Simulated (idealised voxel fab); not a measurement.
Title: Process Module voxel lift off
In the cross-section labelled cut, the width is 260 nm and each square cell is 5 nm.
Cross-section = grid of square cells, listed top down in bands; band = one or more rows.
Basically the band line says how high the top is and how high the bottom is, in nm, and then what's in it from left to right, every material with its width in nm. Empty space shows up as "empty", and if a single material carries "throughout" it runs the full band edge to edge.
For the purposes of this specification, 0 denotes the height below which the wafer in its as-received condition is composed wholly of one material, and the lowermost band, lacking a lower limit, extends downward without end, as expressed in "from 0 down".
A width given as "30 to 40" starts at the first number in the band's top row and ends at the second number in its bottom row, shifting by an equal amount at every step from row to row.
"everything unchanged" -> step changed no cross-section cell.
In the "Enclosed cavity list" entry, you get each enclosed empty space of 8 cells or more, one with no open way to the top, written width x height at distance, distance from the left edge, in nm.
Anything after a step's settings on that line? It's the simulator's own note about the step.
The line of a step may include "overlay nm". On a step with a mask, this value is how far to the right of its planned place the mask lay. A negative value means the mask lay to the left.

# Process steps (planned)
- 1: op RECEIVE | material Si
- 2: op CONFORMAL_DEP | material SiO2 | thk nm 15
- 3: op PATTERN | tone open | mask id LINES | material resist | width nm 15 | pitch nm 45 | thk nm 30 | overlay nm 0
- 4: op DIRECTIONAL_DEP | material Ru | thk nm 15
- 5: op STRIP | etch materials resist
- 6: op CONFORMAL_DEP | material SiN | thk nm 5

# Cross-section of the wafer at receipt, which is the condition after step 1
  from 0 down: Si throughout
  Enclosed cavity list: none

# Run as planned - first of the two wafers cross-sectioned at the end of the module
  from 35 to 30: 95 of empty; 25 of SiN; 20 of empty; 25 of SiN; 95 of empty
  from 30 to 20: 95 of empty; 5 of SiN; 15 of Ru; 5 of SiN; 20 of empty; 5 of SiN; 15 of Ru; 5 of SiN; 95 of empty
  from 20 to 15: 100 of SiN; 15 of Ru; 30 of SiN; 15 of Ru; 100 of SiN
  from 15 to 0: SiO2 throughout
  from 0 down: Si throughout
  Enclosed cavity list: none

# Presented here is a cross-section of the second of the two wafers as it stood at the end of the module. It was started in the same manner and assigned the same plan as the first wafer; however, one mistake was made in its execution
  from 50 to 45: 95 of empty; 25 of SiN; 20 of empty; 25 of SiN; 95 of empty
  from 45 to 35: 95 of empty; 5 of SiN; 15 of Ru; 5 of SiN; 20 of empty; 5 of SiN; 15 of Ru; 5 of SiN; 95 of empty
  from 35 to 30: 100 of SiN; 15 of Ru; 30 of SiN; 15 of Ru; 100 of SiN
  from 30 to 0: SiO2 throughout
  from 0 down: Si throughout
  Enclosed cavity list: none
Finding, execution versus plan: execution of plan step 2 occurred twice
Per the end-of-run cell counts, the second wafer holds more or fewer of some materials than the first: SiO2: 156 more
